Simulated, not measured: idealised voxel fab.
Title: Process Module voxel double patterning
FYI the section here is cut, 170 nm wide, cells are 5 nm squares.
Cross-section spec: square-cell grid; bands listed top down; each band is one or more rows. Band entry format. Leading values: height of top, height of bottom, nm. Remainder: materials in left-to-right order, each with its width in nm. Special words: "all across" on a single material, which then fills the band edge to edge; "air", empty space. The level at which height equals 0 is the one under which the wafer, as it arrives, is entirely one material. No lower edge exists for the bottom band, which continues downward and is notated as in "0..down". Top row gets the first number, bottom row gets the second, and each row in between changes by the same step: that is how a band width like "30..40" works. "everything unchanged" -> step changed no cross-section cell. Empty spaces without an open route to the top, at least 8 cells in extent, make up the entry "Sealed internal voids"; each is given as width x height at distance, where the distance is measured from the left edge, and all are in nm. What comes after the settings on a step's line is commentary from the simulator itself on that step. A step's line can hold "overlay nm"; with a mask on that step, the setting says how far right of the planned place the mask lay, while a negative setting says it lay to the left.
**The steps planned for the process are as follows**
| 1 | RECEIVE, material Si |
| 2 | CONFORMAL_DEP, material SiN, thk nm 5 |
| 3 | DIRECTIONAL_DEP, material SiO2, thk nm 10 |
| 4 | DIRECTIONAL_DEP, material SiCN, thk nm 5 |
| 5 | DIRECTIONAL_DEP, material aC, thk nm 10 |
| 6 | PATTERN, tone open, mask id FIRST, material resist, width nm 15, pitch nm 50, thk nm 30, overlay nm 0 |
| 7 | DIRECTIONAL_ETCH, etch materials aC, depth nm 10 |
| 8 | STRIP, etch materials resist |
| 9 | DIRECTIONAL_ETCH, etch materials SiCN, depth nm 5 |
| 10 | STRIP, etch materials aC |
| 11 | PATTERN, tone open, mask id SECOND, material resist, width nm 15, pitch nm 50, thk nm 20, overlay nm 0 |
| 12 | DIRECTIONAL_ETCH, etch materials SiCN, depth nm 5 |
| 13 | STRIP, etch materials resist |
| 14 | DIRECTIONAL_ETCH, etch materials SiO2, depth nm 10 |
| 15 | STRIP, etch materials SiCN |
**The following pertains to the first of two wafers, which was processed as planned**
**Cross-sectional view of the wafer in its as-received condition, corresponding to the state after step 1**
* 0..down | Si all across
* Sealed internal voids: none
**How the wafer stands in section after step 2**
* 5..0 | SiN all across
* All layers under 0 are left as they were.
**How the wafer stands in section after step 3**
* 15..5 | SiO2 all across
* All layers under 5 are left as they were.
**How the wafer stands in section after step 4**
* 20..15 | SiCN all across
* All layers under 15 are left as they were.
**How the wafer stands in section after step 5**
* 30..20 | aC all across
* All layers under 20 are left as they were.
**How the wafer stands in section after step 6**
* 60..30 | resist 25 nm  air 15 nm  resist 35 nm  air 15 nm  resist 35 nm  air 15 nm  resist 30 nm
* All layers under 30 are left as they were.
**How the wafer stands in section after step 7**
* 50..30 | resist 25 nm  air 15 nm  resist 35 nm  air 15 nm  resist 35 nm  air 15 nm  resist 30 nm
* 30..20 | aC 25 nm  air 15 nm  aC 35 nm  air 15 nm  aC 35 nm  air 15 nm  aC 30 nm
* All layers under 20 are left as they were.
**How the wafer stands in section after step 8**
* 30..20 | aC 25 nm  air 15 nm  aC 35 nm  air 15 nm  aC 35 nm  air 15 nm  aC 30 nm
* All layers under 20 are left as they were.
**How the wafer stands in section after step 9**
* 30..20 | aC 25 nm  air 15 nm  aC 35 nm  air 15 nm  aC 35 nm  air 15 nm  aC 30 nm
* 20..15 | SiCN 25 nm  air 15 nm  SiCN 35 nm  air 15 nm  SiCN 35 nm  air 15 nm  SiCN 30 nm
* All layers under 15 are left as they were.
**How the wafer stands in section after step 10**
* 20..15 | SiCN 25 nm  air 15 nm  SiCN 35 nm  air 15 nm  SiCN 35 nm  air 15 nm  SiCN 30 nm
* All layers under 15 are left as they were.
**How the wafer stands in section after step 11**
* 40..20 | resist 50 nm  air 15 nm  resist 35 nm  air 15 nm  resist 55 nm
* 20..15 | SiCN 25 nm  resist 15 nm  SiCN 35 nm  resist 15 nm  SiCN 35 nm  resist 15 nm  SiCN 30 nm
* All layers under 15 are left as they were.
**How the wafer stands in section after step 12**
* 40..20 | resist 50 nm  air 15 nm  resist 35 nm  air 15 nm  resist 55 nm
* 20..15 | SiCN 25 nm  resist 15 nm  SiCN 10 nm  air 15 nm  SiCN 10 nm  resist 15 nm  SiCN 10 nm  air 15 nm  SiCN 10 nm  resist 15 nm  SiCN 30 nm
* All layers under 15 are left as they were.
**How the wafer stands in section after step 13**
* 20..15 | SiCN 25 nm  air 15 nm  SiCN 10 nm  air 15 nm  SiCN 10 nm  air 15 nm  SiCN 10 nm  air 15 nm  SiCN 10 nm  air 15 nm  SiCN 30 nm
* All layers under 15 are left as they were.
**How the wafer stands in section after step 14**
* 20..15 | SiCN 25 nm  air 15 nm  SiCN 10 nm  air 15 nm  SiCN 10 nm  air 15 nm  SiCN 10 nm  air 15 nm  SiCN 10 nm  air 15 nm  SiCN 30 nm
* 15..5 | SiO2 25 nm  air 15 nm  SiO2 10 nm  air 15 nm  SiO2 10 nm  air 15 nm  SiO2 10 nm  air 15 nm  SiO2 10 nm  air 15 nm  SiO2 30 nm
* All layers under 5 are left as they were.
**How the wafer stands in section after step 15**
* 15..5 | SiO2 25 nm  air 15 nm  SiO2 10 nm  air 15 nm  SiO2 10 nm  air 15 nm  SiO2 10 nm  air 15 nm  SiO2 10 nm  air 15 nm  SiO2 30 nm
* All layers under 5 are left as they were.
**second wafer: like start, like plan, one mistake. Through step 8 it matches the first wafer**
**Second wafer at the planned finish of step 9, seen in cross-section**
* 30..20 | aC 25 nm  air 15 nm  aC 35 nm  air 15 nm  aC 35 nm  air 15 nm  aC 30 nm
* 20..15 | SiCN 25 nm  air 15 nm  SiCN 35 nm  air 15 nm  SiCN 35 nm  air 15 nm  SiCN 30 nm
* All layers under 15 are left as they were.
**Second wafer at the planned finish of step 10, seen in cross-section**
* 20..15 | SiCN 25 nm  air 15 nm  SiCN 35 nm  air 15 nm  SiCN 35 nm  air 15 nm  SiCN 30 nm
* All layers under 15 are left as they were.
**Second wafer at the planned finish of step 11, seen in cross-section**
* 40..20 | resist 50 nm  air 15 nm  resist 35 nm  air 15 nm  resist 55 nm
* 20..15 | SiCN 25 nm  resist 15 nm  SiCN 35 nm  resist 15 nm  SiCN 35 nm  resist 15 nm  SiCN 30 nm
* All layers under 15 are left as they were.
**Second wafer at the planned finish of step 12, seen in cross-section**
* 40..20 | resist 50 nm  air 15 nm  resist 35 nm  air 15 nm  resist 55 nm
* 20..15 | SiCN 25 nm  resist 15 nm  SiCN 10 nm  air 15 nm  SiCN 10 nm  resist 15 nm  SiCN 10 nm  air 15 nm  SiCN 10 nm  resist 15 nm  SiCN 30 nm
* All layers under 15 are left as they were.
**Second wafer at the planned finish of step 13, seen in cross-section**
* 20..15 | SiCN 25 nm  air 15 nm  SiCN 10 nm  air 15 nm  SiCN 10 nm  air 15 nm  SiCN 10 nm  air 15 nm  SiCN 10 nm  air 15 nm  SiCN 30 nm
* All layers under 15 are left as they were.
**Second wafer at the planned finish of step 14, seen in cross-section**
* 20..15 | SiCN 25 nm  air 15 nm  SiCN 10 nm  air 15 nm  SiCN 10 nm  air 15 nm  SiCN 10 nm  air 15 nm  SiCN 10 nm  air 15 nm  SiCN 30 nm
* 15..5 | SiO2 25 nm  air 15 nm  SiO2 10 nm  air 15 nm  SiO2 10 nm  air 15 nm  SiO2 10 nm  air 15 nm  SiO2 10 nm  air 15 nm  SiO2 30 nm
* All layers under 5 are left as they were.
**Second wafer at the planned finish of step 15, seen in cross-section**
* 15..5 | SiO2 25 nm  air 15 nm  SiO2 10 nm  air 15 nm  SiO2 10 nm  air 15 nm  SiO2 10 nm  air 15 nm  SiO2 10 nm  air 15 nm  SiO2 30 nm
* All layers under 5 are left as they were.
Run error: twice over, step 9 of the plan was run
Given identical final cross-sections on the two wafers, the mistake has no effect on any quantity computed by this model.
